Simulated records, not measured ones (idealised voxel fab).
You're looking at the process module voxel trench capacitor.
Square cell edge 5 nm, section width 185 nm, ID cut.
Bands, listed from the top down, are how a cross-section gets written in this document; the cross-section itself is a grid of square cells, and a band is one or more rows of them. Heads up on the band format: heights come first, top then bottom, in nm. After that it's the materials left to right, each with its width in nm. A single material flagged "full width" fills the whole band edge to edge, and "empty" means there's empty space there. It should be noted that heights are counted from 0, beneath which the wafer as supplied is of one material throughout, and that the lowest band possesses no lower boundary but continues downward, as written in "z 0 and below". Graded width ("30..40"): value in top row of band = first number; value in bottom row = second number; row-to-row change constant. The cross-section has no changed cell in any step marked "nothing changed". Closed-off voids of 8+ cells (no open route to the top) go in "Closed cavities", written width x height at distance from the left edge, in nm. Heads up: the bit after the settings on a step's line is the simulator's remark on that step. "overlay nm" answers the question of how far to the right of plan the mask lay on a step that has a mask, and when it is negative the answer is to the left.

### Intended process steps
- 1: RECEIVE: material Si
- 2: CONFORMAL_DEP: material SiN, thk nm 5
- 3: PATTERN: tone open, mask id TRENCH, material resist, width nm 30, pitch nm 50, thk nm 20, overlay nm 0
- 4: DIRECTIONAL_ETCH: etch materials SiN, depth nm 5
- 5: DIRECTIONAL_ETCH: etch materials Si, depth nm 25
- 6: STRIP: etch materials resist
- 7: CONFORMAL_DEP: material Al2O3, thk nm 5
- 8: CONFORMAL_DEP: material TiN, thk nm 5
- 9: FILL_DEP: material W, thk nm 10
- 10: CMP: height nm 5

### As-received state of the wafer in cross-section, equivalent to post-step 1
z 0 and below | Si full width
Closed cavities: none

### First wafer of two, sectioned at end of module; run went per plan
z 5 to 0 | SiN: 25 | Al2O3: 5 | TiN: 5 | W: 10 | TiN: 5 | Al2O3: 5 | SiN: 20 | Al2O3: 5 | TiN: 5 | W: 10 | TiN: 5 | Al2O3: 5 | SiN: 20 | Al2O3: 5 | TiN: 5 | W: 10 | TiN: 5 | Al2O3: 5 | SiN: 30
z 0 to -15 | Si: 25 | Al2O3: 5 | TiN: 5 | W: 10 | TiN: 5 | Al2O3: 5 | Si: 20 | Al2O3: 5 | TiN: 5 | W: 10 | TiN: 5 | Al2O3: 5 | Si: 20 | Al2O3: 5 | TiN: 5 | W: 10 | TiN: 5 | Al2O3: 5 | Si: 30
z -15 to -20 | Si: 25 | Al2O3: 5 | TiN: 20 | Al2O3: 5 | Si: 20 | Al2O3: 5 | TiN: 20 | Al2O3: 5 | Si: 20 | Al2O3: 5 | TiN: 20 | Al2O3: 5 | Si: 30
z -20 to -25 | Si: 25 | Al2O3: 30 | Si: 20 | Al2O3: 30 | Si: 20 | Al2O3: 30 | Si: 30
z -25 and below | Si full width
Closed cavities: none

### Cross-section, second wafer: same start as the first, same plan as the first, one mistake in running it; taken at the end of the module
z 5 to 0 | SiN: 30 | Al2O3: 5 | TiN: 10 | Al2O3: 5 | SiN: 30 | Al2O3: 5 | TiN: 10 | Al2O3: 5 | SiN: 30 | Al2O3: 5 | TiN: 10 | Al2O3: 5 | SiN: 35
z 0 to -20 | Si: 30 | Al2O3: 5 | TiN: 10 | Al2O3: 5 | Si: 30 | Al2O3: 5 | TiN: 10 | Al2O3: 5 | Si: 30 | Al2O3: 5 | TiN: 10 | Al2O3: 5 | Si: 35
z -20 to -25 | Si: 30 | Al2O3: 20 | Si: 30 | Al2O3: 20 | Si: 30 | Al2O3: 20 | Si: 35
z -25 and below | Si full width
Closed cavities: none
The plan and the run diverged here: step 3 ran differently from the plan; actual operation with settings: PATTERN: tone open, mask id TRENCH, material resist, width nm 20, pitch nm 50, thk nm 20, overlay nm 0
Final cells, second wafer relative to first, materials higher or lower: -6 Al2O3, +30 Si, +6 SiN, -6 TiN, -24 W
